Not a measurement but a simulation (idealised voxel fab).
The name of this process module is voxel self aligned vias.
Section shown: cut. Width: 200 nm. Cell size: 5 nm, square.
The cross-sections in this document take the form of a grid made of square cells. They are written out as bands, in order from top to bottom. Each band consists of one or more rows of cells.
The band entry comprises the height of the band's top followed by the height of its bottom, expressed in nm, and subsequently the band's materials from left to right, each stated together with its width in nm. Where a single material is marked with the word "everywhere", that material fills the band from edge to edge. The word "air" represents empty space.
For the purposes of this specification, 0 denotes the height below which the wafer in its as-received condition is composed wholly of one material, and the lowermost band, lacking a lower limit, extends downward without end, as expressed in "0 nm and below".
It should be noted that a width expressed as "30->40" varies in equal increments from row to row of cells within the band, taking the value of the first number at the top row and that of the second number at the bottom row.
"same as before" for a step: no cell of the cross-section changed in that step.
You'll see "Sealed void list" listing empty spaces that have no way open to the top, as long as they're 8 cells or more; the notation is width x height at distance, where the distance is from the left edge, and all of it is in nm.
Text after the settings on a step's line: the simulator's own remark on that step.
overlay nm, on a step with a mask: how far to the right of its planned place the mask lay; to the left if negative

# Below is the list of planned process steps
| 1 | RECEIVE [material Si] |
| 2 | CONFORMAL_DEP [material SiO2] [thk nm 10] |
| 3 | CONFORMAL_DEP [material SiCN] [thk nm 5] |
| 4 | DIRECTIONAL_DEP [material SiO2] [thk nm 30] |
| 5 | PATTERN [tone open] [mask id LINES] [material resist] [width nm 30] [pitch nm 70] [thk nm 15] [overlay nm 0] |
| 6 | DIRECTIONAL_ETCH [etch materials SiO2] [depth nm 30] |
| 7 | STRIP [etch materials resist] |
| 8 | CONFORMAL_DEP [material TiN] [thk nm 5] |
| 9 | FILL_DEP [material Ru] [thk nm 10] |
| 10 | CMP [height nm 45] |
| 11 | SELECTIVE_ETCH [etch materials W Ru TiN] [depth nm 5] |
| 12 | FILL_DEP [material SiN] [thk nm 5] |
| 13 | CMP [height nm 45] |
| 14 | DIRECTIONAL_DEP [material SiO2] [thk nm 20] |
| 15 | PATTERN [tone open] [mask id VIAS] [material resist] [width nm 50] [pitch nm 70] [thk nm 15] [overlay nm 0] |
| 16 | DIRECTIONAL_ETCH [etch materials SiO2] [depth nm 20] |
| 17 | DIRECTIONAL_ETCH [etch materials SiN] [depth nm 5] |
| 18 | STRIP [etch materials resist] |
| 19 | CONFORMAL_DEP [material TiN] [thk nm 5] |
| 20 | FILL_DEP [material W] [thk nm 5] |
| 21 | CMP [height nm 65] |
| 22 | CONFORMAL_DEP [material SiCN] [thk nm 5] |

# First of the two wafers, run per plan

# Here's what the wafer looked like in cross-section when it arrived - that's after step 1
- 0 nm and below = Si everywhere
- Sealed void list: none

# Once step 2 is through, the wafer looks like this in cross-section
- 10 nm to 0 nm = SiO2 everywhere
- Under 0: no change, same as before.

# Once step 3 is through, the wafer looks like this in cross-section
- 15 nm to 10 nm = SiCN everywhere
- Under 10: no change, same as before.

# Once step 4 is through, the wafer looks like this in cross-section
- 45 nm to 15 nm = SiO2 everywhere
- Under 15: no change, same as before.

# Once step 5 is through, the wafer looks like this in cross-section
- 60 nm to 45 nm = 50 nm resist / 30 nm air / 40 nm resist / 30 nm air / 50 nm resist
- Under 45: no change, same as before.

# Once step 6 is through, the wafer looks like this in cross-section
- 60 nm to 45 nm = 50 nm resist / 30 nm air / 40 nm resist / 30 nm air / 50 nm resist
- 45 nm to 15 nm = 50 nm SiO2 / 30 nm air / 40 nm SiO2 / 30 nm air / 50 nm SiO2
- Under 15: no change, same as before.

# Once step 7 is through, the wafer looks like this in cross-section
- 45 nm to 15 nm = 50 nm SiO2 / 30 nm air / 40 nm SiO2 / 30 nm air / 50 nm SiO2
- Under 15: no change, same as before.

# Once step 8 is through, the wafer looks like this in cross-section
- 50 nm to 45 nm = 55 nm TiN / 20 nm air / 50 nm TiN / 20 nm air / 55 nm TiN
- 45 nm to 20 nm = 50 nm SiO2 / 5 nm TiN / 20 nm air / 5 nm TiN / 40 nm SiO2 / 5 nm TiN / 20 nm air / 5 nm TiN / 50 nm SiO2
- 20 nm to 15 nm = 50 nm SiO2 / 30 nm TiN / 40 nm SiO2 / 30 nm TiN / 50 nm SiO2
- Under 15: no change, same as before.

# Once step 9 is through, the wafer looks like this in cross-section
- 60 nm to 50 nm = Ru everywhere
- 50 nm to 45 nm = 55 nm TiN / 20 nm Ru / 50 nm TiN / 20 nm Ru / 55 nm TiN
- 45 nm to 20 nm = 50 nm SiO2 / 5 nm TiN / 20 nm Ru / 5 nm TiN / 40 nm SiO2 / 5 nm TiN / 20 nm Ru / 5 nm TiN / 50 nm SiO2
- Under 20: no change, same as before.

# Once step 10 is through, the wafer looks like this in cross-section
- 45 nm to 20 nm = 50 nm SiO2 / 5 nm TiN / 20 nm Ru / 5 nm TiN / 40 nm SiO2 / 5 nm TiN / 20 nm Ru / 5 nm TiN / 50 nm SiO2
- Under 20: no change, same as before.

# Once step 11 is through, the wafer looks like this in cross-section
- 45 nm to 40 nm = 50 nm SiO2 / 30 nm air / 40 nm SiO2 / 30 nm air / 50 nm SiO2
- Under 40: no change, same as before.

# Once step 12 is through, the wafer looks like this in cross-section
- 50 nm to 45 nm = SiN everywhere
- 45 nm to 40 nm = 50 nm SiO2 / 30 nm SiN / 40 nm SiO2 / 30 nm SiN / 50 nm SiO2
- Under 40: no change, same as before.

# Once step 13 is through, the wafer looks like this in cross-section
- 45 nm to 40 nm = 50 nm SiO2 / 30 nm SiN / 40 nm SiO2 / 30 nm SiN / 50 nm SiO2
- Under 40: no change, same as before.

# Once step 14 is through, the wafer looks like this in cross-section
- 65 nm to 45 nm = SiO2 everywhere
- Under 45: no change, same as before.

# Once step 15 is through, the wafer looks like this in cross-section
- 80 nm to 65 nm = 40 nm resist / 50 nm air / 20 nm resist / 50 nm air / 40 nm resist
- Under 65: no change, same as before.

# Once step 16 is through, the wafer looks like this in cross-section
- 80 nm to 65 nm = 40 nm resist / 50 nm air / 20 nm resist / 50 nm air / 40 nm resist
- 65 nm to 45 nm = 40 nm SiO2 / 50 nm air / 20 nm SiO2 / 50 nm air / 40 nm SiO2
- Under 45: no change, same as before.

# Once step 17 is through, the wafer looks like this in cross-section
- 80 nm to 65 nm = 40 nm resist / 50 nm air / 20 nm resist / 50 nm air / 40 nm resist
- 65 nm to 45 nm = 40 nm SiO2 / 50 nm air / 20 nm SiO2 / 50 nm air / 40 nm SiO2
- 45 nm to 40 nm = 50 nm SiO2 / 30 nm air / 40 nm SiO2 / 30 nm air / 50 nm SiO2
- Under 40: no change, same as before.

# Once step 18 is through, the wafer looks like this in cross-section
- 65 nm to 45 nm = 40 nm SiO2 / 50 nm air / 20 nm SiO2 / 50 nm air / 40 nm SiO2
- Under 45: no change, same as before.

# Once step 19 is through, the wafer looks like this in cross-section
- 70 nm to 65 nm = 45 nm TiN / 40 nm air / 30 nm TiN / 40 nm air / 45 nm TiN
- 65 nm to 50 nm = 40 nm SiO2 / 5 nm TiN / 40 nm air / 5 nm TiN / 20 nm SiO2 / 5 nm TiN / 40 nm air / 5 nm TiN / 40 nm SiO2
- 50 nm to 45 nm = 40 nm SiO2 / 15 nm TiN / 20 nm air / 15 nm TiN / 20 nm SiO2 / 15 nm TiN / 20 nm air / 15 nm TiN / 40 nm SiO2
- 45 nm to 40 nm = 50 nm SiO2 / 30 nm TiN / 40 nm SiO2 / 30 nm TiN / 50 nm SiO2
- Under 40: no change, same as before.

# Once step 20 is through, the wafer looks like this in cross-section
- 75 nm to 70 nm = W everywhere
- 70 nm to 65 nm = 45 nm TiN / 40 nm W / 30 nm TiN / 40 nm W / 45 nm TiN
- 65 nm to 50 nm = 40 nm SiO2 / 5 nm TiN / 40 nm W / 5 nm TiN / 20 nm SiO2 / 5 nm TiN / 40 nm W / 5 nm TiN / 40 nm SiO2
- 50 nm to 45 nm = 40 nm SiO2 / 15 nm TiN / 20 nm W / 15 nm TiN / 20 nm SiO2 / 15 nm TiN / 20 nm W / 15 nm TiN / 40 nm SiO2
- Under 45: no change, same as before.

# Once step 21 is through, the wafer looks like this in cross-section
- 65 nm to 50 nm = 40 nm SiO2 / 5 nm TiN / 40 nm W / 5 nm TiN / 20 nm SiO2 / 5 nm TiN / 40 nm W / 5 nm TiN / 40 nm SiO2
- Under 50: no change, same as before.

# Once step 22 is through, the wafer looks like this in cross-section
- 70 nm to 65 nm = SiCN everywhere
- Under 65: no change, same as before.

# Notes, second wafer: start = first wafer's, plan = first wafer's, execution had one mistake; history identical to first through step 4

# Second wafer, cross-section, planned end of step 5
- 60 nm to 45 nm = 50 nm air / 30 nm resist / 40 nm air / 30 nm resist / 50 nm air
- Under 45: no change, same as before.

# Second wafer, cross-section, planned end of step 6
- 60 nm to 45 nm = 50 nm air / 30 nm resist / 40 nm air / 30 nm resist / 50 nm air
- 45 nm to 15 nm = 50 nm air / 30 nm SiO2 / 40 nm air / 30 nm SiO2 / 50 nm air
- Under 15: no change, same as before.

# Second wafer, cross-section, planned end of step 7
- 45 nm to 15 nm = 50 nm air / 30 nm SiO2 / 40 nm air / 30 nm SiO2 / 50 nm air
- Under 15: no change, same as before.

# Second wafer, cross-section, planned end of step 8
- 50 nm to 45 nm = 45 nm air / 40 nm TiN / 30 nm air / 40 nm TiN / 45 nm air
- 45 nm to 20 nm = 45 nm air / 5 nm TiN / 30 nm SiO2 / 5 nm TiN / 30 nm air / 5 nm TiN / 30 nm SiO2 / 5 nm TiN / 45 nm air
- 20 nm to 15 nm = 50 nm TiN / 30 nm SiO2 / 40 nm TiN / 30 nm SiO2 / 50 nm TiN
- Under 15: no change, same as before.

# Second wafer, cross-section, planned end of step 9
- 60 nm to 50 nm = Ru everywhere
- 50 nm to 45 nm = 45 nm Ru / 40 nm TiN / 30 nm Ru / 40 nm TiN / 45 nm Ru
- 45 nm to 20 nm = 45 nm Ru / 5 nm TiN / 30 nm SiO2 / 5 nm TiN / 30 nm Ru / 5 nm TiN / 30 nm SiO2 / 5 nm TiN / 45 nm Ru
- Under 20: no change, same as before.

# Second wafer, cross-section, planned end of step 10
- 45 nm to 20 nm = 45 nm Ru / 5 nm TiN / 30 nm SiO2 / 5 nm TiN / 30 nm Ru / 5 nm TiN / 30 nm SiO2 / 5 nm TiN / 45 nm Ru
- Under 20: no change, same as before.

# Second wafer, cross-section, planned end of step 11
- 45 nm to 40 nm = 50 nm air / 30 nm SiO2 / 40 nm air / 30 nm SiO2 / 50 nm air
- Under 40: no change, same as before.

# Second wafer, cross-section, planned end of step 12
- 50 nm to 45 nm = SiN everywhere
- 45 nm to 40 nm = 50 nm SiN / 30 nm SiO2 / 40 nm SiN / 30 nm SiO2 / 50 nm SiN
- Under 40: no change, same as before.

# Second wafer, cross-section, planned end of step 13
- 45 nm to 40 nm = 50 nm SiN / 30 nm SiO2 / 40 nm SiN / 30 nm SiO2 / 50 nm SiN
- Under 40: no change, same as before.

# Second wafer, cross-section, planned end of step 14
- 65 nm to 45 nm = SiO2 everywhere
- Under 45: no change, same as before.

# Second wafer, cross-section, planned end of step 15
- 80 nm to 65 nm = 40 nm resist / 50 nm air / 20 nm resist / 50 nm air / 40 nm resist
- Under 65: no change, same as before.

# Second wafer, cross-section, planned end of step 16
- 80 nm to 65 nm = 40 nm resist / 50 nm air / 20 nm resist / 50 nm air / 40 nm resist
- 65 nm to 45 nm = 40 nm SiO2 / 50 nm air / 20 nm SiO2 / 50 nm air / 40 nm SiO2
- Under 45: no change, same as before.

# Second wafer, cross-section, planned end of step 17
- 80 nm to 65 nm = 40 nm resist / 50 nm air / 20 nm resist / 50 nm air / 40 nm resist
- 65 nm to 45 nm = 40 nm SiO2 / 50 nm air / 20 nm SiO2 / 50 nm air / 40 nm SiO2
- 45 nm to 40 nm = 40 nm SiN / 10 nm air / 30 nm SiO2 / 10 nm air / 20 nm SiN / 10 nm air / 30 nm SiO2 / 10 nm air / 40 nm SiN
- Under 40: no change, same as before.

# Second wafer, cross-section, planned end of step 18
- 65 nm to 45 nm = 40 nm SiO2 / 50 nm air / 20 nm SiO2 / 50 nm air / 40 nm SiO2
- Under 45: no change, same as before.

# Second wafer, cross-section, planned end of step 19
- 70 nm to 65 nm = 45 nm TiN / 40 nm air / 30 nm TiN / 40 nm air / 45 nm TiN
- 65 nm to 50 nm = 40 nm SiO2 / 5 nm TiN / 40 nm air / 5 nm TiN / 20 nm SiO2 / 5 nm TiN / 40 nm air / 5 nm TiN / 40 nm SiO2
- 50 nm to 45 nm = 40 nm SiO2 / 50 nm TiN / 20 nm SiO2 / 50 nm TiN / 40 nm SiO2
- 45 nm to 40 nm = 40 nm SiN / 10 nm TiN / 30 nm SiO2 / 10 nm TiN / 20 nm SiN / 10 nm TiN / 30 nm SiO2 / 10 nm TiN / 40 nm SiN
- Under 40: no change, same as before.

# Second wafer, cross-section, planned end of step 20
- 75 nm to 70 nm = W everywhere
- 70 nm to 65 nm = 45 nm TiN / 40 nm W / 30 nm TiN / 40 nm W / 45 nm TiN
- 65 nm to 50 nm = 40 nm SiO2 / 5 nm TiN / 40 nm W / 5 nm TiN / 20 nm SiO2 / 5 nm TiN / 40 nm W / 5 nm TiN / 40 nm SiO2
- Under 50: no change, same as before.

# Second wafer, cross-section, planned end of step 21
- 65 nm to 50 nm = 40 nm SiO2 / 5 nm TiN / 40 nm W / 5 nm TiN / 20 nm SiO2 / 5 nm TiN / 40 nm W / 5 nm TiN / 40 nm SiO2
- Under 50: no change, same as before.

# Second wafer, cross-section, planned end of step 22
- 70 nm to 65 nm = SiCN everywhere
- Under 65: no change, same as before.
Diagnosis: rather than as planned, step 5 actually ran as PATTERN [tone cover] [mask id LINES] [material resist] [width nm 30] [pitch nm 70] [thk nm 15] [overlay nm 0]
Counted in cells at the end, the second wafer holds more or fewer of these materials than the first: +64 Ru; +20 SiN; -96 SiO2; +20 TiN; -8 W
